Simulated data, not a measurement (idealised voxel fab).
This section sets out a process module, namely voxel wiring stack.
FYI the section here is cut, 170 nm wide, cells are 5 nm squares.
If you're reading a cross-section in this doc, picture square cells in a grid; it comes to you as bands, top ones listed first down to the bottom, and a band can be one or more rows of cells.
Per band: top height and bottom height in nm, followed by the left-to-right materials and their widths in nm; "throughout" marks a single material spanning edge to edge, "empty" marks empty space.
The level at which height equals 0 is the one under which the wafer, as it arrives, is entirely one material. No lower edge exists for the bottom band, which continues downward and is notated as in "0 and below".
So if you see something like "30 to 40" for the width, read it as the top row of the band sitting at the first number and the bottom row at the second, with every row in between moving by the same amount as the last.
When a step is marked "nothing different", none of the cells in the cross-section changed during that step.
Enclosed voids (no open way to top), threshold 8 cells or more, entry "Enclosed void list", notation width x height at distance, distance from left edge, nm.
Whatever follows a step's settings on its line is a remark the simulator itself makes about that step.
A step's line can hold "overlay nm"; with a mask on that step, the setting says how far right of the planned place the mask lay, while a negative setting says it lay to the left.

The following list gives the planned process steps:
1. RECEIVE: material Si
2. CONFORMAL_DEP: material SiO2, thk nm 10
3. DIRECTIONAL_DEP: material TiN, thk nm 5
4. DIRECTIONAL_DEP: material Ru, thk nm 25
5. DIRECTIONAL_DEP: material aC, thk nm 10
6. PATTERN: tone cover, mask id METAL_1, material resist, width nm 20, pitch nm 35, thk nm 30, overlay nm 0
7. DIRECTIONAL_ETCH: etch materials aC, depth nm 10
8. STRIP: etch materials resist
9. DIRECTIONAL_ETCH: etch materials Ru, depth nm 25
10. DIRECTIONAL_ETCH: etch materials TiN, depth nm 5
11. STRIP: etch materials aC
12. CONFORMAL_DEP: material SiN, thk nm 5
13. FILL_DEP: material lowk, thk nm 10
14. CMP: height nm 40
15. CONFORMAL_DEP: material SiCN, thk nm 5
16. DIRECTIONAL_DEP: material lowk, thk nm 25
17. DIRECTIONAL_DEP: material aC, thk nm 15
18. PATTERN: tone open, mask id METAL_2, material resist, width nm 20, pitch nm 35, thk nm 30, overlay nm 0
19. DIRECTIONAL_ETCH: etch materials aC, depth nm 15
20. STRIP: etch materials resist
21. DIRECTIONAL_ETCH: etch materials lowk, depth nm 15
22. STRIP: etch materials aC
23. DIRECTIONAL_DEP: material aC, thk nm 10
24. PATTERN: tone open, mask id METAL_2_HOLES, material resist, width nm 15, pitch nm 35, thk nm 25, overlay nm 0
25. DIRECTIONAL_ETCH: etch materials aC, depth nm 10
26. STRIP: etch materials resist
27. DIRECTIONAL_ETCH: etch materials lowk, depth nm 10
28. DIRECTIONAL_ETCH: etch materials SiCN, depth nm 5
29. STRIP: etch materials aC
30. CONFORMAL_DEP: material TiN, thk nm 5
31. FILL_DEP: material Ru, thk nm 5
32. CMP: height nm 70
33. CONFORMAL_DEP: material SiCN, thk nm 5

Here's what the wafer looked like in cross-section when it arrived - that's after step 1:
- 0 and below | Si throughout
- Enclosed void list: none

The cross-section shown corresponds to the wafer at the conclusion of the module. The initial structure and the process plan are those presented above; however, one mistake occurred in executing the plan:
- 75 down to 70 | SiCN throughout
- 70 down to 65 | 40 SiCN / 15 TiN / 20 SiCN / 15 TiN / 20 SiCN / 15 TiN / 45 SiCN
- 65 down to 40 | lowk throughout
- 40 down to 15 | 35 lowk / 5 SiN / 20 Ru / 5 SiN / 5 lowk / 5 SiN / 20 Ru / 5 SiN / 5 lowk / 5 SiN / 20 Ru / 5 SiN / 35 lowk
- 15 down to 10 | 40 SiN / 20 TiN / 15 SiN / 20 TiN / 15 SiN / 20 TiN / 40 SiN
- 10 down to 0 | SiO2 throughout
- 0 and below | Si throughout
- Enclosed void list: none
Short version of what went wrong: the intended sequence of steps 15 and 16 was reversed during processing, with each occupying the position of the other
